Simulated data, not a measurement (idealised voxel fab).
process module | voxel wiring stack
Square cell edge 5 nm, section width 185 nm, ID cut.
Format of a cross-section: grid, square cells. Given as bands. Order: top down. Band: one or more rows of cells.
This entry defines a band. It first specifies the height of the band's top and the height of its bottom in nm, and then specifies the band's materials from left to right, stating each material with its width in nm. The word "throughout" identifies a single material that fills the band from edge to edge, while the word "air" identifies empty space.
The reference from which all heights are counted is 0, the level beneath which the as-received wafer is entirely one material; the lowest band, having no lower bound, proceeds downward and is written after the example "0 and below".
Graded width ("30->40"): value in top row of band = first number; value in bottom row = second number; row-to-row change constant.
"stayed the same", as given for a step, is the statement that not any cell of the cross-section underwent a change during that step.
"Enclosed void listing" means: voids of 8 cells or more that are shut off from the top with no open way through. Written width x height at distance, distance from the left edge, in nm.
Note: text after step settings on the step line = simulator remark on that step.
overlay nm: on a step with a mask, how far right of its planned place the mask lay; negative means left.
So the way this works: pairs, before and after one process step. The after picture only goes down to the lowest band that actually changed, nothing below. Step and its settings are under each pair. And watch out, pairs might come from different runs of this module, same starting wafer though, so a pair only follows on from the one above if its "Ex-ante state" entry tells you so.

EX-ANTE STATE
135 down to 125: aC 30 / air 30 / aC 15 / air 30 / aC 15 / air 30 / aC 35
125 down to 120: SiCN 30 / air 30 / SiCN 15 / air 30 / SiCN 15 / air 30 / SiCN 35
120 down to 115: SiCN 25 / lowk 40 / SiCN 5 / lowk 40 / SiCN 5 / lowk 40 / SiCN 30
115 down to 95: lowk throughout
95 down to 90: lowk 25 / Ru 40 / lowk 5 / Ru 40 / lowk 5 / Ru 40 / lowk 30
90 down to 65: lowk 30 / TiN 5 / Cu 20 / TiN 5 / lowk 15 / TiN 5 / Cu 20 / TiN 5 / lowk 15 / TiN 5 / Cu 20 / TiN 5 / lowk 35
65 down to 60: SiN 30 / TiN 30 / SiN 15 / TiN 30 / SiN 15 / TiN 30 / SiN 35
60 down to 50: lowk 30 / Ru 15 / lowk 75 / Ru 15 / lowk 50
50 down to 45: SiCN 30 / Ru 15 / SiCN 75 / Ru 15 / SiCN 50
45 down to 20: SiO2 25 / SiCN 5 / Ru 30 / SiCN 5 / SiO2 5 / SiCN 5 / Ru 30 / SiCN 5 / SiO2 5 / SiCN 5 / Ru 30 / SiCN 5 / SiO2 30
20 down to 15: SiCN 30 / TiN 30 / SiCN 15 / TiN 30 / SiCN 15 / TiN 30 / SiCN 35
15 down to 0: SiO2 throughout
0 and below: Si throughout
Enclosed void listing: none

RESULTANT CROSS-SECTION
125 down to 120: SiCN 30 / air 30 / SiCN 15 / air 30 / SiCN 15 / air 30 / SiCN 35
Everything below 120 is unchanged.
Enclosed void listing: none
The process step bridging the two cross-sections above: op STRIP | etch materials aC

Ex-ante state: as shown after the step in the preceding pair, directly above.

RESULTANT CROSS-SECTION
130 down to 125: TiN 35 / air 20 / TiN 25 / air 20 / TiN 25 / air 20 / TiN 40
125 down to 120: SiCN 30 / TiN 30 / SiCN 15 / TiN 30 / SiCN 15 / TiN 30 / SiCN 35
Everything below 120 is unchanged.
Enclosed void listing: none
The process step bridging the two cross-sections above: op CONFORMAL_DEP | material TiN | thk nm 5

Ex-ante state: as shown after the step in the preceding pair, directly above.

RESULTANT CROSS-SECTION
140 down to 130: Cu throughout
130 down to 125: TiN 35 / Cu 20 / TiN 25 / Cu 20 / TiN 25 / Cu 20 / TiN 40
Everything below 125 is unchanged.
Enclosed void listing: none
The process step bridging the two cross-sections above: op FILL_DEP | material Cu | thk nm 10

Ex-ante state: as shown after the step in the preceding pair, directly above.

RESULTANT CROSS-SECTION
125 down to 120: SiCN 30 / TiN 30 / SiCN 15 / TiN 30 / SiCN 15 / TiN 30 / SiCN 35
Everything below 120 is unchanged.
Enclosed void listing: none
The process step bridging the two cross-sections above: op CMP | height nm 125

Ex-ante state: as shown after the step in the preceding pair, directly above.

RESULTANT CROSS-SECTION
130 down to 125: SiN throughout
Everything below 125 is unchanged.
Enclosed void listing: none
The process step bridging the two cross-sections above: op CONFORMAL_DEP | material SiN | thk nm 5

EX-ANTE STATE
140 down to 130: Cu throughout
130 down to 125: TiN 35 / Cu 20 / TiN 25 / Cu 20 / TiN 25 / Cu 20 / TiN 40
125 down to 115: lowk 30 / TiN 5 / Cu 20 / TiN 5 / lowk 15 / TiN 5 / Cu 20 / TiN 5 / lowk 15 / TiN 5 / Cu 20 / TiN 5 / lowk 35
115 down to 110: lowk 30 / TiN 5 / Cu 5 / TiN 20 / lowk 15 / TiN 5 / Cu 5 / TiN 20 / lowk 15 / TiN 5 / Cu 5 / TiN 20 / lowk 35
110 down to 100: lowk 30 / TiN 5 / Cu 5 / TiN 5 / lowk 30 / TiN 5 / Cu 5 / TiN 5 / lowk 30 / TiN 5 / Cu 5 / TiN 5 / lowk 50
100 down to 95: SiCN 30 / TiN 15 / SiCN 30 / TiN 15 / SiCN 30 / TiN 15 / SiCN 50
95 down to 90: SiCN 25 / Ru 40 / SiCN 5 / Ru 40 / SiCN 5 / Ru 40 / SiCN 30
90 down to 65: lowk 30 / TiN 5 / Cu 20 / TiN 5 / lowk 15 / TiN 5 / Cu 20 / TiN 5 / lowk 15 / TiN 5 / Cu 20 / TiN 5 / lowk 35
65 down to 60: SiN 30 / TiN 30 / SiN 15 / TiN 30 / SiN 15 / TiN 30 / SiN 35
60 down to 50: lowk 30 / Ru 15 / lowk 75 / Ru 15 / lowk 50
50 down to 45: SiCN 30 / Ru 15 / SiCN 75 / Ru 15 / SiCN 50
45 down to 20: SiO2 25 / SiCN 5 / Ru 30 / SiCN 5 / SiO2 5 / SiCN 5 / Ru 30 / SiCN 5 / SiO2 5 / SiCN 5 / Ru 30 / SiCN 5 / SiO2 30
20 down to 15: SiCN 30 / TiN 30 / SiCN 15 / TiN 30 / SiCN 15 / TiN 30 / SiCN 35
15 down to 0: SiO2 throughout
0 and below: Si throughout
Enclosed void listing: none

RESULTANT CROSS-SECTION
115 down to 110: lowk 30 / TiN 5 / Cu 5 / TiN 20 / lowk 15 / TiN 5 / Cu 5 / TiN 20 / lowk 15 / TiN 5 / Cu 5 / TiN 20 / lowk 35
Everything below 110 is unchanged.
Enclosed void listing: none
The process step bridging the two cross-sections above: op CMP | height nm 115

Ex-ante state: as shown after the step in the preceding pair, directly above.

RESULTANT CROSS-SECTION
120 down to 115: SiN throughout
Everything below 115 is unchanged.
Enclosed void listing: none
The process step bridging the two cross-sections above: op CONFORMAL_DEP | material SiN | thk nm 5

EX-ANTE STATE
75 down to 60: aC throughout
60 down to 50: lowk throughout
50 down to 45: SiCN throughout
45 down to 20: SiO2 25 / SiCN 5 / Ru 30 / SiCN 5 / SiO2 5 / SiCN 5 / Ru 30 / SiCN 5 / SiO2 5 / SiCN 5 / Ru 30 / SiCN 5 / SiO2 30
20 down to 15: SiCN 30 / TiN 30 / SiCN 15 / TiN 30 / SiCN 15 / TiN 30 / SiCN 35
15 down to 0: SiO2 throughout
0 and below: Si throughout
Enclosed void listing: none

RESULTANT CROSS-SECTION
105 down to 75: resist 25 / air 25 / resist 65 / air 25 / resist 45
Everything below 75 is unchanged.
Enclosed void listing: none
The process step bridging the two cross-sections above: op PATTERN | tone open | mask id PLUG_1 | material resist | width nm 25 | pitch nm 90 | thk nm 30 | overlay nm 0

Ex-ante state: as shown after the step in the preceding pair, directly above.

RESULTANT CROSS-SECTION
90 down to 75: resist 25 / air 25 / resist 65 / air 25 / resist 45
75 down to 60: aC 25 / air 25 / aC 65 / air 25 / aC 45
Everything below 60 is unchanged.
Enclosed void listing: none
The process step bridging the two cross-sections above: op DIRECTIONAL_ETCH | etch materials aC | depth nm 15

Ex-ante state: as shown after the step in the preceding pair, directly above.

RESULTANT CROSS-SECTION
75 down to 60: aC 25 / air 25 / aC 65 / air 25 / aC 45
Everything below 60 is unchanged.
Enclosed void listing: none
The process step bridging the two cross-sections above: op STRIP | etch materials resist

Ex-ante state: as shown after the step in the preceding pair, directly above.

RESULTANT CROSS-SECTION
75 down to 60: aC 25 / air 25 / aC 65 / air 25 / aC 45
60 down to 50: lowk 25 / air 25 / lowk 65 / air 25 / lowk 45
Everything below 50 is unchanged.
Enclosed void listing: none
The process step bridging the two cross-sections above: op DIRECTIONAL_ETCH | etch materials lowk | depth nm 10

Ex-ante state: as shown after the step in the preceding pair, directly above.

RESULTANT CROSS-SECTION
75 down to 60: aC 25 / air 25 / aC 65 / air 25 / aC 45
60 down to 50: lowk 25 / air 25 / lowk 65 / air 25 / lowk 45
50 down to 45: SiCN 25 / air 25 / SiCN 65 / air 25 / SiCN 45
Everything below 45 is unchanged.
Enclosed void listing: none
The process step bridging the two cross-sections above: op DIRECTIONAL_ETCH | etch materials SiCN | depth nm 5

Ex-ante state: as shown after the step in the preceding pair, directly above.

RESULTANT CROSS-SECTION
60 down to 50: lowk 25 / air 25 / lowk 65 / air 25 / lowk 45
Everything below 50 is unchanged.
Enclosed void listing: none
The process step bridging the two cross-sections above: op STRIP | etch materials aC

Ex-ante state: as shown after the step in the preceding pair, directly above.

RESULTANT CROSS-SECTION
60 down to 55: lowk 25 / air 25 / lowk 65 / air 25 / lowk 45
55 down to 50: lowk 25 / Ru 25 / lowk 65 / Ru 25 / lowk 45
50 down to 45: SiCN 25 / Ru 25 / SiCN 65 / Ru 25 / SiCN 45
Everything below 45 is unchanged.
Enclosed void listing: none
The process step bridging the two cross-sections above: op EPI | material Ru | thk nm 10

Ex-ante state: as shown after the step in the preceding pair, directly above.

RESULTANT CROSS-SECTION
60 down to 50: lowk 25 / Ru 25 / lowk 65 / Ru 25 / lowk 45
Everything below 50 is unchanged.
Enclosed void listing: none
The process step bridging the two cross-sections above: op EPI | material Ru | thk nm 5

Ex-ante state: as shown after the step in the preceding pair, directly above.

RESULTANT CROSS-SECTION
65 down to 60: SiN throughout
Everything below 60 is unchanged.
Enclosed void listing: none
The process step bridging the two cross-sections above: op CONFORMAL_DEP | material SiN | thk nm 5

Ex-ante state: as shown after the step in the preceding pair, directly above.

RESULTANT CROSS-SECTION
90 down to 65: lowk throughout
Everything below 65 is unchanged.
Enclosed void listing: none
The process step bridging the two cross-sections above: op DIRECTIONAL_DEP | material lowk | thk nm 25

Ex-ante state: as shown after the step in the preceding pair, directly above.

RESULTANT CROSS-SECTION
90 down to 65: lowk 30 / air 30 / lowk 15 / air 30 / lowk 15 / air 30 / lowk 35
Everything below 65 is unchanged.
Enclosed void listing: none
The process step bridging the two cross-sections above: op MASKED_ETCH | tone open | mask id METAL_2 | width nm 30 | pitch nm 45 | etch materials lowk | depth nm 25 | overlay nm 0

Ex-ante state: as shown after the step in the preceding pair, directly above.

RESULTANT CROSS-SECTION
90 down to 65: lowk 30 / air 30 / lowk 15 / air 30 / lowk 15 / air 30 / lowk 35
65 down to 60: SiN 30 / air 30 / SiN 15 / air 30 / SiN 15 / air 30 / SiN 35
Everything below 60 is unchanged.
Enclosed void listing: none
The process step bridging the two cross-sections above: op MASKED_ETCH | tone open | mask id METAL_2 | width nm 30 | pitch nm 45 | etch materials SiN | depth nm 5 | overlay nm 0

Ex-ante state: as shown after the step in the preceding pair, directly above.

RESULTANT CROSS-SECTION
95 down to 90: TiN 35 / air 20 / TiN 25 / air 20 / TiN 25 / air 20 / TiN 40
90 down to 65: lowk 30 / TiN 5 / air 20 / TiN 5 / lowk 15 / TiN 5 / air 20 / TiN 5 / lowk 15 / TiN 5 / air 20 / TiN 5 / lowk 35
65 down to 60: SiN 30 / TiN 30 / SiN 15 / TiN 30 / SiN 15 / TiN 30 / SiN 35
Everything below 60 is unchanged.
Enclosed void listing: none
The process step bridging the two cross-sections above: op CONFORMAL_DEP | material TiN | thk nm 5

Ex-ante state: as shown after the step in the preceding pair, directly above.

RESULTANT CROSS-SECTION
100 down to 95: Cu throughout
95 down to 90: TiN 35 / Cu 20 / TiN 25 / Cu 20 / TiN 25 / Cu 20 / TiN 40
90 down to 65: lowk 30 / TiN 5 / Cu 20 / TiN 5 / lowk 15 / TiN 5 / Cu 20 / TiN 5 / lowk 15 / TiN 5 / Cu 20 / TiN 5 / lowk 35
Everything below 65 is unchanged.
Enclosed void listing: none
The process step bridging the two cross-sections above: op FILL_DEP | material Cu | thk nm 5

Ex-ante state: as shown after the step in the preceding pair, directly above.

RESULTANT CROSS-SECTION
90 down to 65: lowk 30 / TiN 5 / Cu 20 / TiN 5 / lowk 15 / TiN 5 / Cu 20 / TiN 5 / lowk 15 / TiN 5 / Cu 20 / TiN 5 / lowk 35
Everything below 65 is unchanged.
Enclosed void listing: none
The process step bridging the two cross-sections above: op CMP | height nm 90

Ex-ante state: as shown after the step in the preceding pair, directly above.

RESULTANT CROSS-SECTION
95 down to 90: air 25 / Ru 40 / air 5 / Ru 40 / air 5 / Ru 40 / air 30
Everything below 90 is unchanged.
Enclosed void listing: none
The process step bridging the two cross-sections above: op EPI | material Ru | thk nm 5

Ex-ante state: as shown after the step in the preceding pair, directly above.

RESULTANT CROSS-SECTION
100 down to 95: SiCN throughout
95 down to 90: SiCN 25 / Ru 40 / SiCN 5 / Ru 40 / SiCN 5 / Ru 40 / SiCN 30
Everything below 90 is unchanged.
Enclosed void listing: none
The process step bridging the two cross-sections above: op FILL_DEP | material SiCN | thk nm 5

Ex-ante state: as shown after the step in the preceding pair, directly above.

RESULTANT CROSS-SECTION
125 down to 100: lowk throughout
Everything below 100 is unchanged.
Enclosed void listing: none
The process step bridging the two cross-sections above: op DIRECTIONAL_DEP | material lowk | thk nm 25

Ex-ante state: as shown after the step in the preceding pair, directly above.

RESULTANT CROSS-SECTION
140 down to 125: aC throughout
Everything below 125 is unchanged.
Enclosed void listing: none
The process step bridging the two cross-sections above: op DIRECTIONAL_DEP | material aC | thk nm 15

Ex-ante state: as shown after the step in the preceding pair, directly above.

RESULTANT CROSS-SECTION
175 down to 140: resist 30 / air 15 / resist 30 / air 15 / resist 30 / air 15 / resist 50
Everything below 140 is unchanged.
Enclosed void listing: none
The process step bridging the two cross-sections above: op PATTERN | tone open | mask id METAL_3_HOLES | material resist | width nm 15 | pitch nm 45 | thk nm 35 | overlay nm 0

Ex-ante state: as shown after the step in the preceding pair, directly above.

RESULTANT CROSS-SECTION
160 down to 140: resist 30 / air 15 / resist 30 / air 15 / resist 30 / air 15 / resist 50
140 down to 125: aC 30 / air 15 / aC 30 / air 15 / aC 30 / air 15 / aC 50
Everything below 125 is unchanged.
Enclosed void listing: none
The process step bridging the two cross-sections above: op DIRECTIONAL_ETCH | etch materials aC | depth nm 15

Ex-ante state: as shown after the step in the preceding pair, directly above.

RESULTANT CROSS-SECTION
140 down to 125: aC 30 / air 15 / aC 30 / air 15 / aC 30 / air 15 / aC 50
Everything below 125 is unchanged.
Enclosed void listing: none
The process step bridging the two cross-sections above: op STRIP | etch materials resist

Ex-ante state: as shown after the step in the preceding pair, directly above.

RESULTANT CROSS-SECTION
140 down to 125: aC 30 / air 15 / aC 30 / air 15 / aC 30 / air 15 / aC 50
125 down to 100: lowk 30 / air 15 / lowk 30 / air 15 / lowk 30 / air 15 / lowk 50
Everything below 100 is unchanged.
Enclosed void listing: none
The process step bridging the two cross-sections above: op DIRECTIONAL_ETCH | etch materials lowk | depth nm 25

Ex-ante state: as shown after the step in the preceding pair, directly above.

RESULTANT CROSS-SECTION
125 down to 100: lowk 30 / air 15 / lowk 30 / air 15 / lowk 30 / air 15 / lowk 50
Everything below 100 is unchanged.
Enclosed void listing: none
The process step bridging the two cross-sections above: op STRIP | etch materials aC

Ex-ante state: as shown after the step in the preceding pair, directly above.

RESULTANT CROSS-SECTION
135 down to 125: aC 30 / air 15 / aC 30 / air 15 / aC 30 / air 15 / aC 50
125 down to 110: lowk 30 / air 15 / lowk 30 / air 15 / lowk 30 / air 15 / lowk 50
110 down to 100: lowk 30 / aC 15 / lowk 30 / aC 15 / lowk 30 / aC 15 / lowk 50
Everything below 100 is unchanged.
Enclosed void listing: none
The process step bridging the two cross-sections above: op DIRECTIONAL_DEP | material aC | thk nm 10

Ex-ante state: as shown after the step in the preceding pair, directly above.

RESULTANT CROSS-SECTION
165 down to 135: resist 30 / air 30 / resist 15 / air 30 / resist 15 / air 30 / resist 35
Everything below 135 is unchanged.
Enclosed void listing: none
The process step bridging the two cross-sections above: op PATTERN | tone open | mask id METAL_3 | material resist | width nm 30 | pitch nm 45 | thk nm 30 | overlay nm 0

Ex-ante state: as shown after the step in the preceding pair, directly above.

RESULTANT CROSS-SECTION
155 down to 135: resist 30 / air 30 / resist 15 / air 30 / resist 15 / air 30 / resist 35
135 down to 125: aC 30 / air 30 / aC 15 / air 30 / aC 15 / air 30 / aC 35
125 down to 100: lowk 30 / air 15 / lowk 30 / air 15 / lowk 30 / air 15 / lowk 50
Everything below 100 is unchanged.
Enclosed void listing: none
The process step bridging the two cross-sections above: op DIRECTIONAL_ETCH | etch materials aC | depth nm 10

Ex-ante state: as shown after the step in the preceding pair, directly above.

RESULTANT CROSS-SECTION
135 down to 125: aC 30 / air 30 / aC 15 / air 30 / aC 15 / air 30 / aC 35
Everything below 125 is unchanged.
Enclosed void listing: none
The process step bridging the two cross-sections above: op STRIP | etch materials resist

Ex-ante state: as shown after the step in the preceding pair, directly above.

RESULTANT CROSS-SECTION
135 down to 125: aC 30 / air 30 / aC 15 / air 30 / aC 15 / air 30 / aC 35
125 down to 110: lowk 30 / air 30 / lowk 15 / air 30 / lowk 15 / air 30 / lowk 35
Everything below 110 is unchanged.
Enclosed void listing: none
The process step bridging the two cross-sections above: op DIRECTIONAL_ETCH | etch materials lowk | depth nm 15

Ex-ante state: as shown after the step in the preceding pair, directly above.

RESULTANT CROSS-SECTION
135 down to 125: aC 30 / air 30 / aC 15 / air 30 / aC 15 / air 30 / aC 35
125 down to 110: lowk 30 / air 30 / lowk 15 / air 30 / lowk 15 / air 30 / lowk 35
110 down to 100: lowk 30 / air 15 / lowk 30 / air 15 / lowk 30 / air 15 / lowk 50
100 down to 95: SiCN 30 / air 15 / SiCN 30 / air 15 / SiCN 30 / air 15 / SiCN 50
Everything below 95 is unchanged.
Enclosed void listing: none
The process step bridging the two cross-sections above: op DIRECTIONAL_ETCH | etch materials SiCN | depth nm 5

Ex-ante state: as shown after the step in the preceding pair, directly above.

RESULTANT CROSS-SECTION
125 down to 110: lowk 30 / air 30 / lowk 15 / air 30 / lowk 15 / air 30 / lowk 35
Everything below 110 is unchanged.
Enclosed void listing: none
The process step bridging the two cross-sections above: op STRIP | etch materials aC

Ex-ante state: as shown after the step in the preceding pair, directly above.

RESULTANT CROSS-SECTION
130 down to 125: TiN 35 / air 20 / TiN 25 / air 20 / TiN 25 / air 20 / TiN 40
125 down to 115: lowk 30 / TiN 5 / air 20 / TiN 5 / lowk 15 / TiN 5 / air 20 / TiN 5 / lowk 15 / TiN 5 / air 20 / TiN 5 / lowk 35
115 down to 110: lowk 30 / TiN 5 / air 5 / TiN 20 / lowk 15 / TiN 5 / air 5 / TiN 20 / lowk 15 / TiN 5 / air 5 / TiN 20 / lowk 35
110 down to 100: lowk 30 / TiN 5 / air 5 / TiN 5 / lowk 30 / TiN 5 / air 5 / TiN 5 / lowk 30 / TiN 5 / air 5 / TiN 5 / lowk 50
100 down to 95: SiCN 30 / TiN 15 / SiCN 30 / TiN 15 / SiCN 30 / TiN 15 / SiCN 50
Everything below 95 is unchanged.
Enclosed void listing: none
The process step bridging the two cross-sections above: op CONFORMAL_DEP | material TiN | thk nm 5

Ex-ante state: as shown after the step in the preceding pair, directly above.

RESULTANT CROSS-SECTION
140 down to 130: Cu throughout
130 down to 125: TiN 35 / Cu 20 / TiN 25 / Cu 20 / TiN 25 / Cu 20 / TiN 40
125 down to 115: lowk 30 / TiN 5 / Cu 20 / TiN 5 / lowk 15 / TiN 5 / Cu 20 / TiN 5 / lowk 15 / TiN 5 / Cu 20 / TiN 5 / lowk 35
115 down to 110: lowk 30 / TiN 5 / Cu 5 / TiN 20 / lowk 15 / TiN 5 / Cu 5 / TiN 20 / lowk 15 / TiN 5 / Cu 5 / TiN 20 / lowk 35
110 down to 100: lowk 30 / TiN 5 / Cu 5 / TiN 5 / lowk 30 / TiN 5 / Cu 5 / TiN 5 / lowk 30 / TiN 5 / Cu 5 / TiN 5 / lowk 50
Everything below 100 is unchanged.
Enclosed void listing: none
The process step bridging the two cross-sections above: op FILL_DEP | material Cu | thk nm 10

Ex-ante state: as shown after the step in the preceding pair, directly above.

RESULTANT CROSS-SECTION
125 down to 115: lowk 30 / TiN 5 / Cu 20 / TiN 5 / lowk 15 / TiN 5 / Cu 20 / TiN 5 / lowk 15 / TiN 5 / Cu 20 / TiN 5 / lowk 35
Everything below 115 is unchanged.
Enclosed void listing: none
The process step bridging the two cross-sections above: op CMP | height nm 125

Ex-ante state: as shown after the step in the preceding pair, directly above.

RESULTANT CROSS-SECTION
130 down to 125: SiN throughout
Everything below 125 is unchanged.
Enclosed void listing: none
The process step bridging the two cross-sections above: op CONFORMAL_DEP | material SiN | thk nm 5

EX-ANTE STATE
135 down to 125: aC 30 / air 15 / aC 30 / air 15 / aC 30 / air 15 / aC 50
125 down to 110: lowk 30 / air 15 / lowk 30 / air 15 / lowk 30 / air 15 / lowk 50
110 down to 100: lowk 30 / aC 15 / lowk 30 / aC 15 / lowk 30 / aC 15 / lowk 50
100 down to 95: SiCN throughout
95 down to 90: SiCN 25 / Ru 40 / SiCN 5 / Ru 40 / SiCN 5 / Ru 40 / SiCN 30
90 down to 65: lowk 30 / TiN 5 / Cu 20 / TiN 5 / lowk 15 / TiN 5 / Cu 20 / TiN 5 / lowk 15 / TiN 5 / Cu 20 / TiN 5 / lowk 35
65 down to 60: SiN 30 / TiN 30 / SiN 15 / TiN 30 / SiN 15 / TiN 30 / SiN 35
60 down to 50: lowk 30 / Ru 15 / lowk 75 / Ru 15 / lowk 50
50 down to 45: SiCN 30 / Ru 15 / SiCN 75 / Ru 15 / SiCN 50
45 down to 20: SiO2 25 / SiCN 5 / Ru 30 / SiCN 5 / SiO2 5 / SiCN 5 / Ru 30 / SiCN 5 / SiO2 5 / SiCN 5 / Ru 30 / SiCN 5 / SiO2 30
20 down to 15: SiCN 30 / TiN 30 / SiCN 15 / TiN 30 / SiCN 15 / TiN 30 / SiCN 35
15 down to 0: SiO2 throughout
0 and below: Si throughout
Enclosed void listing: none

RESULTANT CROSS-SECTION
165 down to 135: resist 25 / air 30 / resist 15 / air 30 / resist 15 / air 30 / resist 40
Everything below 135 is unchanged.
Enclosed void listing: none
The process step bridging the two cross-sections above: op PATTERN | tone open | mask id METAL_3 | material resist | width nm 30 | pitch nm 45 | thk nm 30 | overlay nm -5

Ex-ante state: as shown after the step in the preceding pair, directly above.

RESULTANT CROSS-SECTION
155 down to 135: resist 25 / air 30 / resist 15 / air 30 / resist 15 / air 30 / resist 40
135 down to 125: aC 25 / air 30 / aC 15 / air 30 / aC 15 / air 30 / aC 40
125 down to 100: lowk 30 / air 15 / lowk 30 / air 15 / lowk 30 / air 15 / lowk 50
Everything below 100 is unchanged.
Enclosed void listing: none
The process step bridging the two cross-sections above: op DIRECTIONAL_ETCH | etch materials aC | depth nm 10

Ex-ante state: as shown after the step in the preceding pair, directly above.

RESULTANT CROSS-SECTION
135 down to 125: aC 25 / air 30 / aC 15 / air 30 / aC 15 / air 30 / aC 40
Everything below 125 is unchanged.
Enclosed void listing: none
The process step bridging the two cross-sections above: op STRIP | etch materials resist

Ex-ante state: as shown after the step in the preceding pair, directly above.

RESULTANT CROSS-SECTION
135 down to 125: aC 25 / air 30 / aC 15 / air 30 / aC 15 / air 30 / aC 40
125 down to 110: lowk 25 / air 30 / lowk 15 / air 30 / lowk 15 / air 30 / lowk 40
Everything below 110 is unchanged.
Enclosed void listing: none
The process step bridging the two cross-sections above: op DIRECTIONAL_ETCH | etch materials lowk | depth nm 15

Ex-ante state: as shown after the step in the preceding pair, directly above.

RESULTANT CROSS-SECTION
135 down to 125: aC 25 / air 30 / aC 15 / air 30 / aC 15 / air 30 / aC 40
125 down to 110: lowk 25 / air 30 / lowk 15 / air 30 / lowk 15 / air 30 / lowk 40
110 down to 100: lowk 30 / air 15 / lowk 30 / air 15 / lowk 30 / air 15 / lowk 50
100 down to 95: SiCN 30 / air 15 / SiCN 30 / air 15 / SiCN 30 / air 15 / SiCN 50
Everything below 95 is unchanged.
Enclosed void listing: none
The process step bridging the two cross-sections above: op DIRECTIONAL_ETCH | etch materials SiCN | depth nm 5

Ex-ante state: as shown after the step in the preceding pair, directly above.

RESULTANT CROSS-SECTION
125 down to 110: lowk 25 / air 30 / lowk 15 / air 30 / lowk 15 / air 30 / lowk 40
Everything below 110 is unchanged.
Enclosed void listing: none
The process step bridging the two cross-sections above: op STRIP | etch materials aC

Ex-ante state: as shown after the step in the preceding pair, directly above.

RESULTANT CROSS-SECTION
130 down to 125: TiN 30 / air 20 / TiN 25 / air 20 / TiN 25 / air 20 / TiN 45
125 down to 115: lowk 25 / TiN 5 / air 20 / TiN 5 / lowk 15 / TiN 5 / air 20 / TiN 5 / lowk 15 / TiN 5 / air 20 / TiN 5 / lowk 40
115 down to 110: lowk 25 / TiN 10 / air 5 / TiN 15 / lowk 15 / TiN 10 / air 5 / TiN 15 / lowk 15 / TiN 10 / air 5 / TiN 15 / lowk 40
110 down to 100: lowk 30 / TiN 5 / air 5 / TiN 5 / lowk 30 / TiN 5 / air 5 / TiN 5 / lowk 30 / TiN 5 / air 5 / TiN 5 / lowk 50
100 down to 95: SiCN 30 / TiN 15 / SiCN 30 / TiN 15 / SiCN 30 / TiN 15 / SiCN 50
Everything below 95 is unchanged.
Enclosed void listing: none
The process step bridging the two cross-sections above: op CONFORMAL_DEP | material TiN | thk nm 5

Ex-ante state: as shown after the step in the preceding pair, directly above.

RESULTANT CROSS-SECTION
140 down to 130: Cu throughout
130 down to 125: TiN 30 / Cu 20 / TiN 25 / Cu 20 / TiN 25 / Cu 20 / TiN 45
125 down to 115: lowk 25 / TiN 5 / Cu 20 / TiN 5 / lowk 15 / TiN 5 / Cu 20 / TiN 5 / lowk 15 / TiN 5 / Cu 20 / TiN 5 / lowk 40
115 down to 110: lowk 25 / TiN 10 / Cu 5 / TiN 15 / lowk 15 / TiN 10 / Cu 5 / TiN 15 / lowk 15 / TiN 10 / Cu 5 / TiN 15 / lowk 40
110 down to 100: lowk 30 / TiN 5 / Cu 5 / TiN 5 / lowk 30 / TiN 5 / Cu 5 / TiN 5 / lowk 30 / TiN 5 / Cu 5 / TiN 5 / lowk 50
Everything below 100 is unchanged.
Enclosed void listing: none
The process step bridging the two cross-sections above: op FILL_DEP | material Cu | thk nm 10

Ex-ante state: as shown after the step in the preceding pair, directly above.

RESULTANT CROSS-SECTION
125 down to 115: lowk 25 / TiN 5 / Cu 20 / TiN 5 / lowk 15 / TiN 5 / Cu 20 / TiN 5 / lowk 15 / TiN 5 / Cu 20 / TiN 5 / lowk 40
Everything below 115 is unchanged.
Enclosed void listing: none
The process step bridging the two cross-sections above: op CMP | height nm 125

Ex-ante state: as shown after the step in the preceding pair, directly above.

RESULTANT CROSS-SECTION
130 down to 125: SiN throughout
Everything below 125 is unchanged.
Enclosed void listing: none
The process step bridging the two cross-sections above: op CONFORMAL_DEP | material SiN | thk nm 5

EX-ANTE STATE
45 down to 20: SiO2 25 / SiCN 5 / Ru 30 / SiCN 5 / SiO2 5 / SiCN 5 / Ru 30 / SiCN 5 / SiO2 5 / SiCN 5 / Ru 30 / SiCN 5 / SiO2 30
20 down to 15: SiCN 30 / TiN 30 / SiCN 15 / TiN 30 / SiCN 15 / TiN 30 / SiCN 35
15 down to 0: SiO2 throughout
0 and below: Si throughout
Enclosed void listing: none

RESULTANT CROSS-SECTION
50 down to 45: SiN throughout
Everything below 45 is unchanged.
Enclosed void listing: none
The process step bridging the two cross-sections above: op CONFORMAL_DEP | material SiN | thk nm 5

Ex-ante state: as shown after the step in the preceding pair, directly above.

RESULTANT CROSS-SECTION
60 down to 50: lowk throughout
Everything below 50 is unchanged.
Enclosed void listing: none
The process step bridging the two cross-sections above: op DIRECTIONAL_DEP | material lowk | thk nm 10

Ex-ante state: as shown after the step in the preceding pair, directly above.

RESULTANT CROSS-SECTION
75 down to 60: aC throughout
Everything below 60 is unchanged.
Enclosed void listing: none
The process step bridging the two cross-sections above: op DIRECTIONAL_DEP | material aC | thk nm 15

Ex-ante state: as shown after the step in the preceding pair, directly above.

RESULTANT CROSS-SECTION
105 down to 75: resist 30 / air 15 / resist 75 / air 15 / resist 50
Everything below 75 is unchanged.
Enclosed void listing: none
The process step bridging the two cross-sections above: op PATTERN | tone open | mask id PLUG_1 | material resist | width nm 15 | pitch nm 90 | thk nm 30 | overlay nm 0

Ex-ante state: as shown after the step in the preceding pair, directly above.

RESULTANT CROSS-SECTION
90 down to 75: resist 30 / air 15 / resist 75 / air 15 / resist 50
75 down to 60: aC 30 / air 15 / aC 75 / air 15 / aC 50
Everything below 60 is unchanged.
Enclosed void listing: none
The process step bridging the two cross-sections above: op DIRECTIONAL_ETCH | etch materials aC | depth nm 15

Ex-ante state: as shown after the step in the preceding pair, directly above.

RESULTANT CROSS-SECTION
75 down to 60: aC 30 / air 15 / aC 75 / air 15 / aC 50
Everything below 60 is unchanged.
Enclosed void listing: none
The process step bridging the two cross-sections above: op STRIP | etch materials resist

Ex-ante state: as shown after the step in the preceding pair, directly above.

RESULTANT CROSS-SECTION
75 down to 60: aC 30 / air 15 / aC 75 / air 15 / aC 50
60 down to 50: lowk 30 / air 15 / lowk 75 / air 15 / lowk 50
Everything below 50 is unchanged.
Enclosed void listing: none
The process step bridging the two cross-sections above: op DIRECTIONAL_ETCH | etch materials lowk | depth nm 10

Ex-ante state: as shown after the step in the preceding pair, directly above.

RESULTANT CROSS-SECTION
60 down to 50: lowk 30 / air 15 / lowk 75 / air 15 / lowk 50
Everything below 50 is unchanged.
Enclosed void listing: none
The process step bridging the two cross-sections above: op STRIP | etch materials aC
